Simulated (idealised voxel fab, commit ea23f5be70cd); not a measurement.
The document below concerns the process module designated voxel ribs on slabs.
Cross-section cut spans 210 nm and uses square cells 5 nm in size.
The cross-sections in this document take the form of a grid made of square cells. They are written out as bands, in order from top to bottom. Each band consists of one or more rows of cells.
Heights first: top, then bottom, in nm. Then materials, left to right, each with a width in nm. "full width" on a single material: fills the band edge to edge. "blank": empty space.
The level at which height equals 0 is the one under which the wafer, as it arrives, is entirely one material. No lower edge exists for the bottom band, which continues downward and is notated as in "z 0 and below".
A width given as "30 to 40" starts at the first number in the band's top row and ends at the second number in its bottom row, shifting by an equal amount at every step from row to row.
Where a step carries "no alteration", the cross-section came out of it unchanged, cell for cell.
Each empty space that has no open way to the top and spans at least 8 cells appears under "Cavities, closed" as width x height at distance, the distance counted from the left edge, all in nm.
Whatever follows a step's settings on its line is a remark the simulator itself makes about that step.
overlay nm, on a step with a mask: how far to the right of its planned place the mask lay; to the left if negative

Steps in the process plan
1 RECEIVE with material Si
2 DIRECTIONAL_DEP with material SiO2, thk nm 25
3 DIRECTIONAL_DEP with material SiN, thk nm 25
4 DIRECTIONAL_DEP with material aC, thk nm 10
5 PATTERN with tone cover, mask id RIB, material resist, width nm 15, thk nm 25, overlay nm 0
6 DIRECTIONAL_ETCH with etch materials aC, depth nm 10
7 STRIP with etch materials resist
8 DIRECTIONAL_ETCH with etch materials SiN, depth nm 20
9 STRIP with etch materials aC
10 PATTERN with tone cover, mask id SLAB, material resist, width nm 45, thk nm 15, overlay nm 0
11 DIRECTIONAL_ETCH with etch materials SiN, depth nm 5
12 STRIP with etch materials resist
13 FILL_DEP with material SiO2, thk nm 20
14 CMP with height nm 60
15 DIRECTIONAL_DEP with material W, thk nm 10
16 MASKED_ETCH with tone cover, mask id HEATER, width nm 25, etch materials W, depth nm 10, overlay nm 0
17 CONFORMAL_DEP with material SiO2, thk nm 5

First out of two wafers; run went to plan

As-received state of the wafer in cross-section, equivalent to post-step 1
z 0 and below  Si full width
Cavities, closed: none

Cross-section: wafer state after step 2
z 25 to 0  SiO2 full width
Whatever lies below 0 is exactly as it was before.

Cross-section: wafer state after step 3
z 50 to 25  SiN full width
Whatever lies below 25 is exactly as it was before.

Cross-section: wafer state after step 4
z 60 to 50  aC full width
Whatever lies below 50 is exactly as it was before.

Cross-section: wafer state after step 5
z 85 to 60  blank 95 | resist 15 | blank 100
Whatever lies below 60 is exactly as it was before.

Cross-section: wafer state after step 6
z 75 to 60  blank 95 | resist 15 | blank 100
z 60 to 50  blank 95 | aC 15 | blank 100
Whatever lies below 50 is exactly as it was before.

Cross-section: wafer state after step 7
z 60 to 50  blank 95 | aC 15 | blank 100
Whatever lies below 50 is exactly as it was before.

Cross-section: wafer state after step 8
z 60 to 50  blank 95 | aC 15 | blank 100
z 50 to 30  blank 95 | SiN 15 | blank 100
Whatever lies below 30 is exactly as it was before.

Cross-section: wafer state after step 9
z 50 to 30  blank 95 | SiN 15 | blank 100
Whatever lies below 30 is exactly as it was before.

Cross-section: wafer state after step 10
z 65 to 50  blank 80 | resist 45 | blank 85
z 50 to 30  blank 80 | resist 15 | SiN 15 | resist 15 | blank 85
Whatever lies below 30 is exactly as it was before.

Cross-section: wafer state after step 11
z 65 to 50  blank 80 | resist 45 | blank 85
z 50 to 30  blank 80 | resist 15 | SiN 15 | resist 15 | blank 85
z 30 to 25  blank 80 | SiN 45 | blank 85
Whatever lies below 25 is exactly as it was before.

Cross-section: wafer state after step 12
z 50 to 30  blank 95 | SiN 15 | blank 100
Whatever lies below 30 is exactly as it was before.

Cross-section: wafer state after step 13
z 70 to 50  SiO2 full width
z 50 to 30  SiO2 95 | SiN 15 | SiO2 100
z 30 to 25  SiO2 80 | SiN 45 | SiO2 85
Whatever lies below 25 is exactly as it was before.

Cross-section: wafer state after step 14
z 60 to 50  SiO2 full width
Whatever lies below 50 is exactly as it was before.

Cross-section: wafer state after step 15
z 70 to 60  W full width
Whatever lies below 60 is exactly as it was before.

Cross-section: wafer state after step 16
z 70 to 60  blank 90 | W 25 | blank 95
Whatever lies below 60 is exactly as it was before.

Cross-section: wafer state after step 17
z 75 to 70  blank 85 | SiO2 35 | blank 90
z 70 to 65  blank 85 | SiO2 5 | W 25 | SiO2 5 | blank 90
z 65 to 60  SiO2 90 | W 25 | SiO2 95
Whatever lies below 60 is exactly as it was before.

Second wafer: like start, like plan, one mistake. Through step 15 it matches the first wafer

Second wafer profile in section, at the moment step 16 of the plan was meant to be complete
z 70 to 65  blank 90 | W 25 | blank 95
Whatever lies below 65 is exactly as it was before.

Second wafer profile in section, at the moment step 17 of the plan was meant to be complete
z 75 to 70  blank 85 | SiO2 35 | blank 90
z 70 to 65  SiO2 90 | W 25 | SiO2 95
Whatever lies below 65 is exactly as it was before.
The plan and the run diverged here: not per plan at step 16, really ran MASKED_ETCH with tone cover, mask id HEATER, width nm 25, etch materials W, depth nm 5, overlay nm 0
It is noted that, at the conclusion of processing, the second wafer exhibits a higher or lower cell count for certain materials relative to the first: -2 SiO2; +37 W
